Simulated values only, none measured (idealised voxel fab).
process module | voxel spacer lines
cross-section cut | 185 nm wide | cells 5 nm
A cross-section is a grid of square cells, given in bands from the top down. A band is one or more rows of cells.
Each band's line starts with the height of the band's top and of its bottom, in nm. Then come its materials from left to right, each with its width in nm. One material with "throughout" fills the band from edge to edge. "air" is empty space.
Height 0 is the level under which the wafer as received is all one material. The lowest band goes on downwards, as in "0 down".
A width such as "30 to 40" changes by the same amount from each row of cells to the next, from the band's top row to its bottom row.
"no change" after a step means that no cell of the cross-section changed.
closed voids: empty space of 8 cells or more with no open way to the top, each as width x height at its distance from the left edge, in nm
after a step's settings: what the simulator itself notes on the step
overlay nm, on a step with a mask: how far to the right of its planned place the mask lay; to the left if negative
plan
1 op RECEIVE | material Si
2 op CONFORMAL_DEP | material Al2O3 | thk nm 5
3 op DIRECTIONAL_DEP | material SiN | thk nm 10
4 op DIRECTIONAL_DEP | material aC | thk nm 25
5 op PATTERN | tone cover | mask id MANDREL | material resist | width nm 25 | pitch nm 70 | thk nm 30 | overlay nm 0
6 op DIRECTIONAL_ETCH | etch materials aC | depth nm 25
7 op STRIP | etch materials resist
8 op CONFORMAL_DEP | material SiO2 | thk nm 10
9 op DIRECTIONAL_ETCH | etch materials SiO2 | depth nm 10
10 op STRIP | etch materials aC
11 op DIRECTIONAL_ETCH | etch materials SiN | depth nm 10
12 op STRIP | etch materials SiO2
13 op FILL_DEP | material lowk | thk nm 5
14 op CMP | height nm 15
varied across the wafers: thk nm of step 2. The plan shows the first wafer's value. All wafers start alike
first wafer as received, after step 1
  0 down: Si throughout
  closed voids: none
each wafer at the end: cells of each material gained (+) or lost (-) since it was received, then its closed voids
thk nm 5 | +37 Al2O3 | +16 SiN | +58 lowk | closed voids: none
thk nm 10 | +74 Al2O3 | +8 SiN | +29 lowk | closed voids: none
thk nm 15 | +111 Al2O3 | closed voids: none
thk nm 20 | +111 Al2O3 | closed voids: none
